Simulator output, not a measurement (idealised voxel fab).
process module | voxel air gaps
cross-section cut | 185 nm wide | cells 5 nm
A cross-section is a grid of square cells, given in bands from the top down. A band is one or more rows of cells.
Each band's line starts with the height of the band's top and of its bottom, in nm. Then come its materials from left to right, each with its width in nm. One material with "throughout" fills the band from edge to edge. "air" is empty space.
Height 0 is the level under which the wafer as received is all one material. The lowest band goes on downwards, as in "0 down".
A width such as "30 to 40" changes by the same amount from each row of cells to the next, from the band's top row to its bottom row.
"no change" after a step means that no cell of the cross-section changed.
closed voids: empty space of 8 cells or more with no open way to the top, each as width x height at its distance from the left edge, in nm
after a step's settings: what the simulator itself notes on the step
overlay nm, on a step with a mask: how far to the right of its planned place the mask lay; to the left if negative
plan
1 op RECEIVE | material Si
2 op CONFORMAL_DEP | material SiO2 | thk nm 10
3 op CONFORMAL_DEP | material SiN | thk nm 5
4 op DIRECTIONAL_DEP | material lowk | thk nm 30
5 op PATTERN | tone open | mask id LINES | material resist | width nm 20 | pitch nm 45 | thk nm 15 | overlay nm 0
6 op DIRECTIONAL_ETCH | etch materials lowk | depth nm 30
7 op STRIP | etch materials resist
8 op CONFORMAL_DEP | material TiN | thk nm 5
9 op FILL_DEP | material W | thk nm 10
10 op CMP | height nm 45
11 op EPI | material Ru | thk nm 10
12 op SELECTIVE_ETCH | etch materials lowk | depth nm 40
13 op CONFORMAL_DEP | material SiN | thk nm 5
as received, after step 1
  0 down: Si throughout
  closed voids: none
a wafer at the end: this start, this plan, one mistake
  60 to 55: SiN throughout
  55 to 45: Ru throughout
  45 to 40: W throughout
  40 to 35: TiN 40 | W 10 | TiN 35 | W 10 | TiN 35 | W 10 | TiN 45
  35 to 20: lowk 35 | TiN 5 | W 10 | TiN 5 | lowk 25 | TiN 5 | W 10 | TiN 5 | lowk 25 | TiN 5 | W 10 | TiN 5 | lowk 40
  20 to 15: lowk 35 | TiN 20 | lowk 25 | TiN 20 | lowk 25 | TiN 20 | lowk 40
  15 to 10: SiN throughout
  10 to 0: SiO2 throughout
  0 down: Si throughout
  closed voids: none
what went wrong: step 4 ran as: op DIRECTIONAL_DEP | material lowk | thk nm 20
